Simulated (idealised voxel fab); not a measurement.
voxel capacitor over wiring: a process module
Cross-section cut spans 245 nm and uses square cells 5 nm in size.
Think of the cross-section as a grid of square cells. We describe it in bands, top to bottom, and each band covers one or more rows of those cells.
Heights first: top, then bottom, in nm. Then materials, left to right, each with a width in nm. "all across" on a single material: fills the band edge to edge. "empty": empty space.
The reference from which all heights are counted is 0, the level beneath which the as-received wafer is entirely one material; the lowest band, having no lower bound, proceeds downward and is written after the example "0 and below".
It should be noted that a width expressed as "30->40" varies in equal increments from row to row of cells within the band, taking the value of the first number at the top row and that of the second number at the bottom row.
Any step labelled "no alterations made" changed none of the cells in the cross-section.
Listed in "Completely enclosed voids": every empty space of 8 or more cells without an open way to the top. Form: width x height at distance, the distance being from the left edge, all in nm.
after a step's settings: what the simulator itself notes on the step
The optional step-line setting "overlay nm" applies to steps with a mask and quantifies how far to the right of its planned location the mask lay, a negative value indicating leftward placement.

## Process steps - plan
| 1 | RECEIVE [material Si] |
| 2 | CONFORMAL_DEP [material SiO2] [thk nm 15] |
| 3 | CONFORMAL_DEP [material SiN] [thk nm 5] |
| 4 | DIRECTIONAL_DEP [material lowk] [thk nm 25] |
| 5 | PATTERN [tone open] [mask id METAL_1] [material resist] [width nm 20] [pitch nm 75] [thk nm 20] [overlay nm 0] |
| 6 | DIRECTIONAL_ETCH [etch materials lowk] [depth nm 25] |
| 7 | DIRECTIONAL_ETCH [etch materials SiN] [depth nm 5] |
| 8 | STRIP [etch materials resist] |
| 9 | CONFORMAL_DEP [material TiN] [thk nm 5] |
| 10 | FILL_DEP [material Cu] [thk nm 5] |
| 11 | CMP [height nm 45] |
| 12 | CONFORMAL_DEP [material SiCN] [thk nm 5] |
| 13 | DIRECTIONAL_DEP [material lowk] [thk nm 10] |
| 14 | PATTERN [tone open] [mask id PLUG_1] [material resist] [width nm 15] [thk nm 20] [overlay nm 0] |
| 15 | DIRECTIONAL_ETCH [etch materials lowk] [depth nm 10] |
| 16 | DIRECTIONAL_ETCH [etch materials SiCN] [depth nm 5] |
| 17 | STRIP [etch materials resist] |
| 18 | CONFORMAL_DEP [material TiN] [thk nm 5] |
| 19 | FILL_DEP [material Cu] [thk nm 5] |
| 20 | CMP [height nm 60] |
| 21 | DIRECTIONAL_DEP [material TiN] [thk nm 10] |
| 22 | DIRECTIONAL_DEP [material HfO2] [thk nm 5] |
| 23 | DIRECTIONAL_DEP [material TiN] [thk nm 10] |
| 24 | MASKED_ETCH [tone cover] [mask id UPPER_PLATE] [width nm 60] [etch materials TiN] [depth nm 10] [overlay nm 0] |
| 25 | MASKED_ETCH [tone cover] [mask id UPPER_PLATE] [width nm 60] [etch materials HfO2] [depth nm 5] [overlay nm 0] |
| 26 | MASKED_ETCH [tone cover] [mask id LOWER_PLATE] [width nm 70] [etch materials TiN] [depth nm 10] [overlay nm 0] |
| 27 | FILL_DEP [material SiO2] [thk nm 15] |
| 28 | CMP [height nm 95] |
| 29 | MASKED_ETCH [tone open] [mask id PLUG_2] [width nm 15] [etch materials SiO2] [depth nm 10] [overlay nm 0] |
| 30 | CONFORMAL_DEP [material TiN] [thk nm 5] |
| 31 | FILL_DEP [material Cu] [thk nm 10] |
| 32 | CMP [height nm 95] |
| 33 | CONFORMAL_DEP [material SiCN] [thk nm 5] |

## Wafer as received: cross-section following step 1
* 0 and below: Si all across
* Completely enclosed voids: none

## As-planned run: cross-section of the first of two wafers at end of module
* 100 down to 95: SiCN all across
* 95 down to 90: 90 nm SiO2, 5 nm TiN, 5 nm Cu, 5 nm TiN, 140 nm SiO2
* 90 down to 85: 90 nm SiO2, 15 nm TiN, 140 nm SiO2
* 85 down to 75: 80 nm SiO2, 60 nm TiN, 105 nm SiO2
* 75 down to 70: 80 nm SiO2, 60 nm HfO2, 105 nm SiO2
* 70 down to 60: 75 nm SiO2, 70 nm TiN, 100 nm SiO2
* 60 down to 50: 80 nm lowk, 5 nm TiN, 5 nm Cu, 5 nm TiN, 150 nm lowk
* 50 down to 45: 80 nm SiCN, 15 nm TiN, 150 nm SiCN
* 45 down to 20: 75 nm lowk, 5 nm TiN, 10 nm Cu, 5 nm TiN, 55 nm lowk, 5 nm TiN, 10 nm Cu, 5 nm TiN, 75 nm lowk
* 20 down to 15: 75 nm SiN, 20 nm TiN, 55 nm SiN, 20 nm TiN, 75 nm SiN
* 15 down to 0: SiO2 all across
* 0 and below: Si all across
* Completely enclosed voids: none

## End of module, second wafer, cross-section. Started like the first, planned like the first, run with one mistake
* 100 down to 95: SiCN all across
* 95 down to 90: 90 nm SiO2, 5 nm TiN, 5 nm Cu, 5 nm TiN, 140 nm SiO2
* 90 down to 85: 90 nm SiO2, 15 nm TiN, 140 nm SiO2
* 85 down to 80: SiO2 all across
* 80 down to 70: 80 nm SiO2, 60 nm TiN, 105 nm SiO2
* 70 down to 60: 75 nm SiO2, 70 nm TiN, 100 nm SiO2
* 60 down to 50: 80 nm lowk, 5 nm TiN, 5 nm Cu, 5 nm TiN, 150 nm lowk
* 50 down to 45: 80 nm SiCN, 15 nm TiN, 150 nm SiCN
* 45 down to 20: 75 nm lowk, 5 nm TiN, 10 nm Cu, 5 nm TiN, 55 nm lowk, 5 nm TiN, 10 nm Cu, 5 nm TiN, 75 nm lowk
* 20 down to 15: 75 nm SiN, 20 nm TiN, 55 nm SiN, 20 nm TiN, 75 nm SiN
* 15 down to 0: SiO2 all across
* 0 and below: Si all across
* Completely enclosed voids: none
Which mistake was made when the wafer was run? no execution of plan step 22; skipped
Cell-count delta at end, second wafer over first, by material: HfO2: 12 fewer, SiO2: 12 more
